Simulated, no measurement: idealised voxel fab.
process module | voxel capacitor over wiring
cross-section cut | 265 nm wide | cells 5 nm
A cross-section is a grid of square cells, given in bands from the top down. A band is one or more rows of cells.
Each band's line starts with the height of the band's top and of its bottom, in nm. Then come its materials from left to right, each with its width in nm. One material with "throughout" fills the band from edge to edge. "air" is empty space.
Height 0 is the level under which the wafer as received is all one material. The lowest band goes on downwards, as in "0 down".
A width such as "30 to 40" changes by the same amount from each row of cells to the next, from the band's top row to its bottom row.
"no change" after a step means that no cell of the cross-section changed.
closed voids: empty space of 8 cells or more with no open way to the top, each as width x height at its distance from the left edge, in nm
after a step's settings: what the simulator itself notes on the step
overlay nm, on a step with a mask: how far to the right of its planned place the mask lay; to the left if negative
plan
1 op RECEIVE | material Si
2 op CONFORMAL_DEP | material SiO2 | thk nm 15
3 op CONFORMAL_DEP | material SiN | thk nm 5
4 op DIRECTIONAL_DEP | material SiO2 | thk nm 25
5 op MASKED_ETCH | tone open | mask id METAL_1 | width nm 30 | pitch nm 90 | etch materials SiO2 | depth nm 25 | overlay nm 0
6 op MASKED_ETCH | tone open | mask id METAL_1 | width nm 30 | pitch nm 90 | etch materials SiN | depth nm 5 | overlay nm 0
7 op CONFORMAL_DEP | material TiN | thk nm 5
8 op FILL_DEP | material Cu | thk nm 10
9 op CMP | height nm 45
10 op CONFORMAL_DEP | material SiCN | thk nm 5
11 op DIRECTIONAL_DEP | material SiO2 | thk nm 15
12 op PATTERN | tone open | mask id PLUG_1 | material resist | width nm 15 | thk nm 15 | overlay nm 0
13 op DIRECTIONAL_ETCH | etch materials SiO2 | depth nm 15
14 op DIRECTIONAL_ETCH | etch materials SiCN | depth nm 5
15 op STRIP | etch materials resist
16 op EPI | material Ru | thk nm 10
17 op EPI | material Ru | thk nm 10
18 op DIRECTIONAL_DEP | material TiN | thk nm 5
19 op DIRECTIONAL_DEP | material HfO2 | thk nm 5
20 op DIRECTIONAL_DEP | material TiN | thk nm 10
21 op PATTERN | tone cover | mask id UPPER_PLATE | material resist | width nm 65 | thk nm 15 | overlay nm 0
22 op DIRECTIONAL_ETCH | etch materials TiN | depth nm 10
23 op DIRECTIONAL_ETCH | etch materials HfO2 | depth nm 5
24 op STRIP | etch materials resist
25 op PATTERN | tone cover | mask id LOWER_PLATE | material resist | width nm 75 | thk nm 15 | overlay nm 0
26 op DIRECTIONAL_ETCH | etch materials TiN | depth nm 5
27 op STRIP | etch materials resist
28 op FILL_DEP | material SiO2 | thk nm 15
29 op CMP | height nm 95
30 op PATTERN | tone open | mask id PLUG_2 | material resist | width nm 15 | thk nm 20 | overlay nm 0
31 op DIRECTIONAL_ETCH | etch materials SiO2 | depth nm 10
32 op STRIP | etch materials resist
33 op CONFORMAL_DEP | material TiN | thk nm 5
34 op FILL_DEP | material Cu | thk nm 10
35 op CMP | height nm 95
36 op CONFORMAL_DEP | material SiN | thk nm 5
first wafer, as planned
as received, after step 1
  0 down: Si throughout
  closed voids: none
after step 2
  15 to 0: SiO2 throughout
  below 0: unchanged
after step 3
  20 to 15: SiN throughout
  below 15: unchanged
after step 4
  45 to 20: SiO2 throughout
  below 20: unchanged
after step 5
  45 to 20: SiO2 70 | air 30 | SiO2 60 | air 30 | SiO2 75
  below 20: unchanged
after step 6
  45 to 20: SiO2 70 | air 30 | SiO2 60 | air 30 | SiO2 75
  20 to 15: SiN 70 | air 30 | SiN 60 | air 30 | SiN 75
  below 15: unchanged
after step 7
  50 to 45: TiN 75 | air 20 | TiN 70 | air 20 | TiN 80
  45 to 20: SiO2 70 | TiN 5 | air 20 | TiN 5 | SiO2 60 | TiN 5 | air 20 | TiN 5 | SiO2 75
  20 to 15: SiN 70 | TiN 30 | SiN 60 | TiN 30 | SiN 75
  below 15: unchanged
after step 8
  60 to 50: Cu throughout
  50 to 45: TiN 75 | Cu 20 | TiN 70 | Cu 20 | TiN 80
  45 to 20: SiO2 70 | TiN 5 | Cu 20 | TiN 5 | SiO2 60 | TiN 5 | Cu 20 | TiN 5 | SiO2 75
  below 20: unchanged
after step 9
  45 to 20: SiO2 70 | TiN 5 | Cu 20 | TiN 5 | SiO2 60 | TiN 5 | Cu 20 | TiN 5 | SiO2 75
  below 20: unchanged
after step 10
  50 to 45: SiCN throughout
  below 45: unchanged
after step 11
  65 to 50: SiO2 throughout
  below 50: unchanged
after step 12
  80 to 65: resist 85 | air 15 | resist 165
  below 65: unchanged
after step 13
  80 to 65: resist 85 | air 15 | resist 165
  65 to 50: SiO2 85 | air 15 | SiO2 165
  below 50: unchanged
after step 14
  80 to 65: resist 85 | air 15 | resist 165
  65 to 50: SiO2 85 | air 15 | SiO2 165
  50 to 45: SiCN 85 | air 15 | SiCN 165
  below 45: unchanged
after step 15
  65 to 50: SiO2 85 | air 15 | SiO2 165
  below 50: unchanged
after step 16
  65 to 55: SiO2 85 | air 15 | SiO2 165
  55 to 50: SiO2 85 | Ru 15 | SiO2 165
  50 to 45: SiCN 85 | Ru 15 | SiCN 165
  below 45: unchanged
after step 17
  65 to 50: SiO2 85 | Ru 15 | SiO2 165
  below 50: unchanged
after step 18
  70 to 65: TiN throughout
  below 65: unchanged
after step 19
  75 to 70: HfO2 throughout
  below 70: unchanged
after step 20
  85 to 75: TiN throughout
  below 75: unchanged
after step 21
  100 to 85: air 85 | resist 65 | air 115
  below 85: unchanged
after step 22
  100 to 85: air 85 | resist 65 | air 115
  85 to 75: air 85 | TiN 65 | air 115
  below 75: unchanged
after step 23
  100 to 85: air 85 | resist 65 | air 115
  85 to 75: air 85 | TiN 65 | air 115
  75 to 70: air 85 | HfO2 65 | air 115
  below 70: unchanged
after step 24
  85 to 75: air 85 | TiN 65 | air 115
  below 75: unchanged
after step 25
  100 to 85: air 80 | resist 75 | air 110
  85 to 75: air 80 | resist 5 | TiN 65 | resist 5 | air 110
  75 to 70: air 80 | resist 5 | HfO2 65 | resist 5 | air 110
  below 70: unchanged
after step 26
  100 to 85: air 80 | resist 75 | air 110
  85 to 75: air 80 | resist 5 | TiN 65 | resist 5 | air 110
  75 to 70: air 80 | resist 5 | HfO2 65 | resist 5 | air 110
  70 to 65: air 80 | TiN 75 | air 110
  below 65: unchanged
after step 27
  85 to 75: air 85 | TiN 65 | air 115
  75 to 70: air 85 | HfO2 65 | air 115
  below 70: unchanged
after step 28
  100 to 85: SiO2 throughout
  85 to 75: SiO2 85 | TiN 65 | SiO2 115
  75 to 70: SiO2 85 | HfO2 65 | SiO2 115
  70 to 65: SiO2 80 | TiN 75 | SiO2 110
  below 65: unchanged
after step 29
  95 to 85: SiO2 throughout
  below 85: unchanged
after step 30
  115 to 95: resist 95 | air 15 | resist 155
  below 95: unchanged
after step 31
  115 to 95: resist 95 | air 15 | resist 155
  95 to 85: SiO2 95 | air 15 | SiO2 155
  below 85: unchanged
after step 32
  95 to 85: SiO2 95 | air 15 | SiO2 155
  below 85: unchanged
after step 33
  100 to 95: TiN 100 | air 5 | TiN 160
  95 to 90: SiO2 95 | TiN 5 | air 5 | TiN 5 | SiO2 155
  90 to 85: SiO2 95 | TiN 15 | SiO2 155
  below 85: unchanged
after step 34
  110 to 100: Cu throughout
  100 to 95: TiN 100 | Cu 5 | TiN 160
  95 to 90: SiO2 95 | TiN 5 | Cu 5 | TiN 5 | SiO2 155
  below 90: unchanged
after step 35
  95 to 90: SiO2 95 | TiN 5 | Cu 5 | TiN 5 | SiO2 155
  below 90: unchanged
after step 36
  100 to 95: SiN throughout
  below 95: unchanged
second wafer: like start, like plan, one mistake. Through step 2 it matches the first wafer
when step 3 should have ended
  20 to 15: Ru throughout
  below 15: unchanged
when step 4 should have ended
  45 to 20: SiO2 throughout
  below 20: unchanged
when step 5 should have ended
  45 to 20: SiO2 70 | air 30 | SiO2 60 | air 30 | SiO2 75
  below 20: unchanged
when step 6 should have ended: no change
when step 7 should have ended
  50 to 45: TiN 75 | air 20 | TiN 70 | air 20 | TiN 80
  45 to 25: SiO2 70 | TiN 5 | air 20 | TiN 5 | SiO2 60 | TiN 5 | air 20 | TiN 5 | SiO2 75
  25 to 20: SiO2 70 | TiN 30 | SiO2 60 | TiN 30 | SiO2 75
  below 20: unchanged
when step 8 should have ended
  60 to 50: Cu throughout
  50 to 45: TiN 75 | Cu 20 | TiN 70 | Cu 20 | TiN 80
  45 to 25: SiO2 70 | TiN 5 | Cu 20 | TiN 5 | SiO2 60 | TiN 5 | Cu 20 | TiN 5 | SiO2 75
  below 25: unchanged
when step 9 should have ended
  45 to 25: SiO2 70 | TiN 5 | Cu 20 | TiN 5 | SiO2 60 | TiN 5 | Cu 20 | TiN 5 | SiO2 75
  below 25: unchanged
when step 10 should have ended
  50 to 45: SiCN throughout
  below 45: unchanged
when step 11 should have ended
  65 to 50: SiO2 throughout
  below 50: unchanged
when step 12 should have ended
  80 to 65: resist 85 | air 15 | resist 165
  below 65: unchanged
when step 13 should have ended
  80 to 65: resist 85 | air 15 | resist 165
  65 to 50: SiO2 85 | air 15 | SiO2 165
  below 50: unchanged
when step 14 should have ended
  80 to 65: resist 85 | air 15 | resist 165
  65 to 50: SiO2 85 | air 15 | SiO2 165
  50 to 45: SiCN 85 | air 15 | SiCN 165
  below 45: unchanged
when step 15 should have ended
  65 to 50: SiO2 85 | air 15 | SiO2 165
  below 50: unchanged
when step 16 should have ended
  65 to 55: SiO2 85 | air 15 | SiO2 165
  55 to 50: SiO2 85 | Ru 15 | SiO2 165
  50 to 45: SiCN 85 | Ru 15 | SiCN 165
  below 45: unchanged
when step 17 should have ended
  65 to 50: SiO2 85 | Ru 15 | SiO2 165
  below 50: unchanged
when step 18 should have ended
  70 to 65: TiN throughout
  below 65: unchanged
when step 19 should have ended
  75 to 70: HfO2 throughout
  below 70: unchanged
when step 20 should have ended
  85 to 75: TiN throughout
  below 75: unchanged
when step 21 should have ended
  100 to 85: air 85 | resist 65 | air 115
  below 85: unchanged
when step 22 should have ended
  100 to 85: air 85 | resist 65 | air 115
  85 to 75: air 85 | TiN 65 | air 115
  below 75: unchanged
when step 23 should have ended
  100 to 85: air 85 | resist 65 | air 115
  85 to 75: air 85 | TiN 65 | air 115
  75 to 70: air 85 | HfO2 65 | air 115
  below 70: unchanged
when step 24 should have ended
  85 to 75: air 85 | TiN 65 | air 115
  below 75: unchanged
when step 25 should have ended
  100 to 85: air 80 | resist 75 | air 110
  85 to 75: air 80 | resist 5 | TiN 65 | resist 5 | air 110
  75 to 70: air 80 | resist 5 | HfO2 65 | resist 5 | air 110
  below 70: unchanged
when step 26 should have ended
  100 to 85: air 80 | resist 75 | air 110
  85 to 75: air 80 | resist 5 | TiN 65 | resist 5 | air 110
  75 to 70: air 80 | resist 5 | HfO2 65 | resist 5 | air 110
  70 to 65: air 80 | TiN 75 | air 110
  below 65: unchanged
when step 27 should have ended
  85 to 75: air 85 | TiN 65 | air 115
  75 to 70: air 85 | HfO2 65 | air 115
  below 70: unchanged
when step 28 should have ended
  100 to 85: SiO2 throughout
  85 to 75: SiO2 85 | TiN 65 | SiO2 115
  75 to 70: SiO2 85 | HfO2 65 | SiO2 115
  70 to 65: SiO2 80 | TiN 75 | SiO2 110
  below 65: unchanged
when step 29 should have ended
  95 to 85: SiO2 throughout
  below 85: unchanged
when step 30 should have ended
  115 to 95: resist 95 | air 15 | resist 155
  below 95: unchanged
when step 31 should have ended
  115 to 95: resist 95 | air 15 | resist 155
  95 to 85: SiO2 95 | air 15 | SiO2 155
  below 85: unchanged
when step 32 should have ended
  95 to 85: SiO2 95 | air 15 | SiO2 155
  below 85: unchanged
when step 33 should have ended
  100 to 95: TiN 100 | air 5 | TiN 160
  95 to 90: SiO2 95 | TiN 5 | air 5 | TiN 5 | SiO2 155
  90 to 85: SiO2 95 | TiN 15 | SiO2 155
  below 85: unchanged
when step 34 should have ended
  110 to 100: Cu throughout
  100 to 95: TiN 100 | Cu 5 | TiN 160
  95 to 90: SiO2 95 | TiN 5 | Cu 5 | TiN 5 | SiO2 155
  below 90: unchanged
when step 35 should have ended
  95 to 90: SiO2 95 | TiN 5 | Cu 5 | TiN 5 | SiO2 155
  below 90: unchanged
when step 36 should have ended
  100 to 95: SiN throughout
  below 95: unchanged
what went wrong: step 3 ran as: op CONFORMAL_DEP | material Ru | thk nm 5
at the end the second wafer has, in cells: 8 fewer of Cu | 53 more of Ru | 41 fewer of SiN | 4 fewer of TiN
